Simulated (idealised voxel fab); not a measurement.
process module | voxel air gaps
cross-section cut | 205 nm wide | cells 5 nm
A cross-section is a grid of square cells, given in bands from the top down. A band is one or more rows of cells.
Each band's line starts with the height of the band's top and of its bottom, in nm. Then come its materials from left to right, each with its width in nm. One material with "throughout" fills the band from edge to edge. "air" is empty space.
Height 0 is the level under which the wafer as received is all one material. The lowest band goes on downwards, as in "0 down".
A width such as "30 to 40" changes by the same amount from each row of cells to the next, from the band's top row to its bottom row.
"no change" after a step means that no cell of the cross-section changed.
closed voids: empty space of 8 cells or more with no open way to the top, each as width x height at its distance from the left edge, in nm
after a step's settings: what the simulator itself notes on the step
overlay nm, on a step with a mask: how far to the right of its planned place the mask lay; to the left if negative
plan
1 op RECEIVE | material Si
2 op CONFORMAL_DEP | material SiO2 | thk nm 5
3 op CONFORMAL_DEP | material SiN | thk nm 5
4 op DIRECTIONAL_DEP | material SiO2 | thk nm 40
5 op PATTERN | tone open | mask id LINES | material resist | width nm 15 | pitch nm 40 | thk nm 20 | overlay nm 0
6 op DIRECTIONAL_ETCH | etch materials SiO2 | depth nm 40
7 op STRIP | etch materials resist
8 op CONFORMAL_DEP | material TiN | thk nm 5
9 op FILL_DEP | material Cu | thk nm 5
10 op CMP | height nm 55
11 op EPI | material Ru | thk nm 10
12 op SELECTIVE_ETCH | etch materials SiO2 | depth nm 50
13 op CONFORMAL_DEP | material SiN | thk nm 5
varied across the wafers: thk nm of step 2. The plan shows the first wafer's value. All wafers start alike
first wafer as received, after step 1
  0 down: Si throughout
  closed voids: none
each wafer at the end: cells of each material gained (+) or lost (-) since it was received, then its closed voids
thk nm 5 | +24 Cu | +82 Ru | +82 SiN | +297 SiO2 | +89 TiN | closed voids: none
thk nm 10 | +21 Cu | +42 Ru | +158 SiN | +82 SiO2 | +51 TiN | closed voids: 15 x 30 at 75; 15 x 30 at 115
thk nm 15 | +18 Cu | +42 Ru | +152 SiN | +123 SiO2 | +45 TiN | closed voids: 15 x 25 at 75; 15 x 25 at 115
thk nm 20 | +15 Cu | +42 Ru | +146 SiN | +164 SiO2 | +39 TiN | closed voids: 15 x 20 at 75; 15 x 20 at 115
thk nm 25 | +12 Cu | +42 Ru | +140 SiN | +205 SiO2 | +33 TiN | closed voids: 15 x 15 at 75; 15 x 15 at 115
